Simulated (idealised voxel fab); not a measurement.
You're looking at the process module voxel trench capacitor.
We display cut, a cross-section 170 nm in width whose square cells are each 5 nm.
For the purposes of this document, a cross-section shall be understood as a grid of square cells, specified as bands listed in top-to-bottom order, each band consisting of one or more rows of cells. What a band's entry tells you: where the top is and where the bottom is, as heights in nm, and after that what lies inside, material by material from left to right, each with its width in nm. Empty space is written as the word "air", and a single material marked with the word "all across" occupies the band from edge to edge. Measure heights from 0. That's the level where, below it, the as-received wafer is all one material. The lowest band is bottomless and extends downward; write it as in "z 0 and below". When a width is written as two numbers, as in "30..40", the first number is the width in the top row of cells of the band and the second is the width in its bottom row, and the width changes by the same amount from each row to the next. Basically "nothing was modified" means that step didn't change any cell in the cross-section. Empty spaces without an open route to the top, at least 8 cells in extent, make up the entry "Cavities, closed"; each is given as width x height at distance, where the distance is measured from the left edge, and all are in nm. On a step's line, text after the settings is the simulator commenting on that step. "overlay nm" on a masked step: distance the mask lay right of its planned place, negative for left.

## This section lists the process steps that were planned
- 1: RECEIVE with material Si
- 2: CONFORMAL_DEP with material SiN, thk nm 10
- 3: DIRECTIONAL_DEP with material aC, thk nm 15
- 4: PATTERN with tone open, mask id TRENCH, material resist, width nm 25, pitch nm 45, thk nm 35, overlay nm 0
- 5: DIRECTIONAL_ETCH with etch materials aC, depth nm 15
- 6: STRIP with etch materials resist
- 7: DIRECTIONAL_ETCH with etch materials SiN, depth nm 10
- 8: DIRECTIONAL_ETCH with etch materials Si, depth nm 40
- 9: STRIP with etch materials aC
- 10: CONFORMAL_DEP with material Al2O3, thk nm 5
- 11: CONFORMAL_DEP with material TiN, thk nm 5
- 12: FILL_DEP with material W, thk nm 5
- 13: CMP with height nm 10

## The first of a set of two wafers, run to plan

## Cross-section of the wafer as it came to us, i.e., already through step 1
z 0 and below = Si all across
Cavities, closed: none

## Step 2 complete: cross-section through the wafer
z 10 to 0 = SiN all across
Beneath the level 0, the cross-section is identical to its previous state.

## Step 3 complete: cross-section through the wafer
z 25 to 10 = aC all across
Beneath the level 10, the cross-section is identical to its previous state.

## Step 4 complete: cross-section through the wafer
z 60 to 25 = 25 resist  25 air  20 resist  25 air  20 resist  25 air  30 resist
Beneath the level 25, the cross-section is identical to its previous state.

## Step 5 complete: cross-section through the wafer
z 45 to 25 = 25 resist  25 air  20 resist  25 air  20 resist  25 air  30 resist
z 25 to 10 = 25 aC  25 air  20 aC  25 air  20 aC  25 air  30 aC
Beneath the level 10, the cross-section is identical to its previous state.

## Step 6 complete: cross-section through the wafer
z 25 to 10 = 25 aC  25 air  20 aC  25 air  20 aC  25 air  30 aC
Beneath the level 10, the cross-section is identical to its previous state.

## Step 7 complete: cross-section through the wafer
z 25 to 10 = 25 aC  25 air  20 aC  25 air  20 aC  25 air  30 aC
z 10 to 0 = 25 SiN  25 air  20 SiN  25 air  20 SiN  25 air  30 SiN
Beneath the level 0, the cross-section is identical to its previous state.

## Step 8 complete: cross-section through the wafer
z 25 to 10 = 25 aC  25 air  20 aC  25 air  20 aC  25 air  30 aC
z 10 to 0 = 25 SiN  25 air  20 SiN  25 air  20 SiN  25 air  30 SiN
z 0 to -40 = 25 Si  25 air  20 Si  25 air  20 Si  25 air  30 Si
Beneath the level -40, the cross-section is identical to its previous state.

## Step 9 complete: cross-section through the wafer
z 10 to 0 = 25 SiN  25 air  20 SiN  25 air  20 SiN  25 air  30 SiN
Beneath the level 0, the cross-section is identical to its previous state.

## Step 10 complete: cross-section through the wafer
z 15 to 10 = 30 Al2O3  15 air  30 Al2O3  15 air  30 Al2O3  15 air  35 Al2O3
z 10 to 0 = 25 SiN  5 Al2O3  15 air  5 Al2O3  20 SiN  5 Al2O3  15 air  5 Al2O3  20 SiN  5 Al2O3  15 air  5 Al2O3  30 SiN
z 0 to -35 = 25 Si  5 Al2O3  15 air  5 Al2O3  20 Si  5 Al2O3  15 air  5 Al2O3  20 Si  5 Al2O3  15 air  5 Al2O3  30 Si
z -35 to -40 = 25 Si  25 Al2O3  20 Si  25 Al2O3  20 Si  25 Al2O3  30 Si
Beneath the level -40, the cross-section is identical to its previous state.

## Step 11 complete: cross-section through the wafer
z 20 to 15 = 35 TiN  5 air  40 TiN  5 air  40 TiN  5 air  40 TiN
z 15 to 10 = 30 Al2O3  5 TiN  5 air  5 TiN  30 Al2O3  5 TiN  5 air  5 TiN  30 Al2O3  5 TiN  5 air  5 TiN  35 Al2O3
z 10 to 0 = 25 SiN  5 Al2O3  5 TiN  5 air  5 TiN  5 Al2O3  20 SiN  5 Al2O3  5 TiN  5 air  5 TiN  5 Al2O3  20 SiN  5 Al2O3  5 TiN  5 air  5 TiN  5 Al2O3  30 SiN
z 0 to -30 = 25 Si  5 Al2O3  5 TiN  5 air  5 TiN  5 Al2O3  20 Si  5 Al2O3  5 TiN  5 air  5 TiN  5 Al2O3  20 Si  5 Al2O3  5 TiN  5 air  5 TiN  5 Al2O3  30 Si
z -30 to -35 = 25 Si  5 Al2O3  15 TiN  5 Al2O3  20 Si  5 Al2O3  15 TiN  5 Al2O3  20 Si  5 Al2O3  15 TiN  5 Al2O3  30 Si
Beneath the level -35, the cross-section is identical to its previous state.

## Step 12 complete: cross-section through the wafer
z 25 to 20 = W all across
z 20 to 15 = 35 TiN  5 W  40 TiN  5 W  40 TiN  5 W  40 TiN
z 15 to 10 = 30 Al2O3  5 TiN  5 W  5 TiN  30 Al2O3  5 TiN  5 W  5 TiN  30 Al2O3  5 TiN  5 W  5 TiN  35 Al2O3
z 10 to 0 = 25 SiN  5 Al2O3  5 TiN  5 W  5 TiN  5 Al2O3  20 SiN  5 Al2O3  5 TiN  5 W  5 TiN  5 Al2O3  20 SiN  5 Al2O3  5 TiN  5 W  5 TiN  5 Al2O3  30 SiN
z 0 to -30 = 25 Si  5 Al2O3  5 TiN  5 W  5 TiN  5 Al2O3  20 Si  5 Al2O3  5 TiN  5 W  5 TiN  5 Al2O3  20 Si  5 Al2O3  5 TiN  5 W  5 TiN  5 Al2O3  30 Si
Beneath the level -30, the cross-section is identical to its previous state.

## Step 13 complete: cross-section through the wafer
z 10 to 0 = 25 SiN  5 Al2O3  5 TiN  5 W  5 TiN  5 Al2O3  20 SiN  5 Al2O3  5 TiN  5 W  5 TiN  5 Al2O3  20 SiN  5 Al2O3  5 TiN  5 W  5 TiN  5 Al2O3  30 SiN
Beneath the level 0, the cross-section is identical to its previous state.

## Second wafer, same starting state and plan as the first, one mistake in the run, identical through step 7

## The second wafer in cross-section, at the planned close of step 8
z 25 to 10 = 25 aC  25 air  20 aC  25 air  20 aC  25 air  30 aC
z 10 to 0 = 25 SiN  25 air  20 SiN  25 air  20 SiN  25 air  30 SiN
z 0 to -80 = 25 Si  25 air  20 Si  25 air  20 Si  25 air  30 Si
Beneath the level -80, the cross-section is identical to its previous state.

## The second wafer in cross-section, at the planned close of step 9
z 10 to 0 = 25 SiN  25 air  20 SiN  25 air  20 SiN  25 air  30 SiN
Beneath the level 0, the cross-section is identical to its previous state.

## The second wafer in cross-section, at the planned close of step 10
z 15 to 10 = 30 Al2O3  15 air  30 Al2O3  15 air  30 Al2O3  15 air  35 Al2O3
z 10 to 0 = 25 SiN  5 Al2O3  15 air  5 Al2O3  20 SiN  5 Al2O3  15 air  5 Al2O3  20 SiN  5 Al2O3  15 air  5 Al2O3  30 SiN
z 0 to -75 = 25 Si  5 Al2O3  15 air  5 Al2O3  20 Si  5 Al2O3  15 air  5 Al2O3  20 Si  5 Al2O3  15 air  5 Al2O3  30 Si
z -75 to -80 = 25 Si  25 Al2O3  20 Si  25 Al2O3  20 Si  25 Al2O3  30 Si
Beneath the level -80, the cross-section is identical to its previous state.

## The second wafer in cross-section, at the planned close of step 11
z 20 to 15 = 35 TiN  5 air  40 TiN  5 air  40 TiN  5 air  40 TiN
z 15 to 10 = 30 Al2O3  5 TiN  5 air  5 TiN  30 Al2O3  5 TiN  5 air  5 TiN  30 Al2O3  5 TiN  5 air  5 TiN  35 Al2O3
z 10 to 0 = 25 SiN  5 Al2O3  5 TiN  5 air  5 TiN  5 Al2O3  20 SiN  5 Al2O3  5 TiN  5 air  5 TiN  5 Al2O3  20 SiN  5 Al2O3  5 TiN  5 air  5 TiN  5 Al2O3  30 SiN
z 0 to -70 = 25 Si  5 Al2O3  5 TiN  5 air  5 TiN  5 Al2O3  20 Si  5 Al2O3  5 TiN  5 air  5 TiN  5 Al2O3  20 Si  5 Al2O3  5 TiN  5 air  5 TiN  5 Al2O3  30 Si
z -70 to -75 = 25 Si  5 Al2O3  15 TiN  5 Al2O3  20 Si  5 Al2O3  15 TiN  5 Al2O3  20 Si  5 Al2O3  15 TiN  5 Al2O3  30 Si
Beneath the level -75, the cross-section is identical to its previous state.

## The second wafer in cross-section, at the planned close of step 12
z 25 to 20 = W all across
z 20 to 15 = 35 TiN  5 W  40 TiN  5 W  40 TiN  5 W  40 TiN
z 15 to 10 = 30 Al2O3  5 TiN  5 W  5 TiN  30 Al2O3  5 TiN  5 W  5 TiN  30 Al2O3  5 TiN  5 W  5 TiN  35 Al2O3
z 10 to 0 = 25 SiN  5 Al2O3  5 TiN  5 W  5 TiN  5 Al2O3  20 SiN  5 Al2O3  5 TiN  5 W  5 TiN  5 Al2O3  20 SiN  5 Al2O3  5 TiN  5 W  5 TiN  5 Al2O3  30 SiN
z 0 to -70 = 25 Si  5 Al2O3  5 TiN  5 W  5 TiN  5 Al2O3  20 Si  5 Al2O3  5 TiN  5 W  5 TiN  5 Al2O3  20 Si  5 Al2O3  5 TiN  5 W  5 TiN  5 Al2O3  30 Si
Beneath the level -70, the cross-section is identical to its previous state.

## The second wafer in cross-section, at the planned close of step 13
z 10 to 0 = 25 SiN  5 Al2O3  5 TiN  5 W  5 TiN  5 Al2O3  20 SiN  5 Al2O3  5 TiN  5 W  5 TiN  5 Al2O3  20 SiN  5 Al2O3  5 TiN  5 W  5 TiN  5 Al2O3  30 SiN
Beneath the level 0, the cross-section is identical to its previous state.
What broke from the plan during processing? plan step 8 was conducted twice
Final comparison by cell count, materials where the second wafer has more or fewer than the first: +48 Al2O3 | -120 Si | +48 TiN | +24 W
